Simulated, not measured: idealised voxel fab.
Documented hereafter: the process module known as voxel released beams.
Square cells of 5 nm make up the cross-section cut, whose width is 175 nm.
Cross-section, as written here: a square-cell grid given band by band from the top down, where a band holds one or more rows of cells.
Heads up on the band format: heights come first, top then bottom, in nm. After that it's the materials left to right, each with its width in nm. A single material flagged "all across" fills the whole band edge to edge, and "empty" means there's empty space there.
Height reference: 0 = level under which incoming wafer is all one material. Lowest band: no bottom, runs on downward, e.g. "z 0 and below".
Think of "30..40" as a width that walks from the first number to the second as you go down the band, top row to bottom row, taking equal-sized steps from row to row.
"all unchanged", as given for a step, is the statement that not any cell of the cross-section underwent a change during that step.
Look at "Enclosed void listing" for the closed voids: empty spaces with no open path to the top, sized 8 cells or up. Each is width x height at distance, distance from the left edge, all nm.
On each step's line, the part that comes after the settings is the simulator's own comment on the step.
overlay nm: how far to the right of its planned place the mask lay on this masked step (negative: to the left).
## Intended process steps
step 1: RECEIVE,material Si
step 2: CONFORMAL_DEP,material SiN,thk nm 10
step 3: DIRECTIONAL_DEP,material SiO2,thk nm 15
step 4: PATTERN,tone open,mask id ANCHOR,material resist,width nm 45,thk nm 20,overlay nm 0
step 5: DIRECTIONAL_ETCH,etch materials SiO2,depth nm 15
step 6: STRIP,etch materials resist
step 7: CONFORMAL_DEP,material W,thk nm 15
step 8: MASKED_ETCH,tone cover,mask id BEAM,width nm 110,etch materials W,depth nm 15,overlay nm 0
step 9: STRIP,etch materials SiO2
## First wafer out of two, processed as planned
## Incoming wafer in cross-section (state: after step 1)
z 0 and below: Si all across
Enclosed void listing: none
## The wafer in cross-section once step 2 is complete
z 10 to 0: SiN all across
Below 0, the layers are the same as they were.
## The wafer in cross-section once step 3 is complete
z 25 to 10: SiO2 all across
Below 10, the layers are the same as they were.
## The wafer in cross-section once step 4 is complete
z 45 to 25: 35 resist; 45 empty; 95 resist
Below 25, the layers are the same as they were.
## The wafer in cross-section once step 5 is complete
z 45 to 25: 35 resist; 45 empty; 95 resist
z 25 to 10: 35 SiO2; 45 empty; 95 SiO2
Below 10, the layers are the same as they were.
## The wafer in cross-section once step 6 is complete
z 25 to 10: 35 SiO2; 45 empty; 95 SiO2
Below 10, the layers are the same as they were.
## The wafer in cross-section once step 7 is complete
z 40 to 25: 50 W; 15 empty; 110 W
z 25 to 10: 35 SiO2; 45 W; 95 SiO2
Below 10, the layers are the same as they were.
## The wafer in cross-section once step 8 is complete
z 40 to 25: 30 empty; 20 W; 15 empty; 75 W; 35 empty
Below 25, the layers are the same as they were.
## The wafer in cross-section once step 9 is complete
z 40 to 25: 30 empty; 20 W; 15 empty; 75 W; 35 empty
z 25 to 10: 35 empty; 45 W; 95 empty
Below 10, the layers are the same as they were.
## For the second wafer, take the first wafer's start and plan, then add one mistake made in running it; everything through step 1, that step included, is shared with the first
Second wafer profile in section, at the moment step 2 of the plan was meant to be complete: all unchanged
## Second wafer profile in section, at the moment step 3 of the plan was meant to be complete
z 15 to 0: SiO2 all across
Below 0, the layers are the same as they were.
## Second wafer profile in section, at the moment step 4 of the plan was meant to be complete
z 35 to 15: 35 resist; 45 empty; 95 resist
Below 15, the layers are the same as they were.
## Second wafer profile in section, at the moment step 5 of the plan was meant to be complete
z 35 to 15: 35 resist; 45 empty; 95 resist
z 15 to 0: 35 SiO2; 45 empty; 95 SiO2
Below 0, the layers are the same as they were.
## Second wafer profile in section, at the moment step 6 of the plan was meant to be complete
z 15 to 0: 35 SiO2; 45 empty; 95 SiO2
Below 0, the layers are the same as they were.
## Second wafer profile in section, at the moment step 7 of the plan was meant to be complete
z 30 to 15: 50 W; 15 empty; 110 W
z 15 to 0: 35 SiO2; 45 W; 95 SiO2
Below 0, the layers are the same as they were.
## Second wafer profile in section, at the moment step 8 of the plan was meant to be complete
z 30 to 15: 30 empty; 20 W; 15 empty; 75 W; 35 empty
Below 15, the layers are the same as they were.
## Second wafer profile in section, at the moment step 9 of the plan was meant to be complete
z 30 to 15: 30 empty; 20 W; 15 empty; 75 W; 35 empty
z 15 to 0: 35 empty; 45 W; 95 empty
Below 0, the layers are the same as they were.
The mistake made against the process plan was this: plan step 2 skipped
Looking at both finished wafers in cells, the second ends up ahead of or behind the first on some materials: -70 SiN
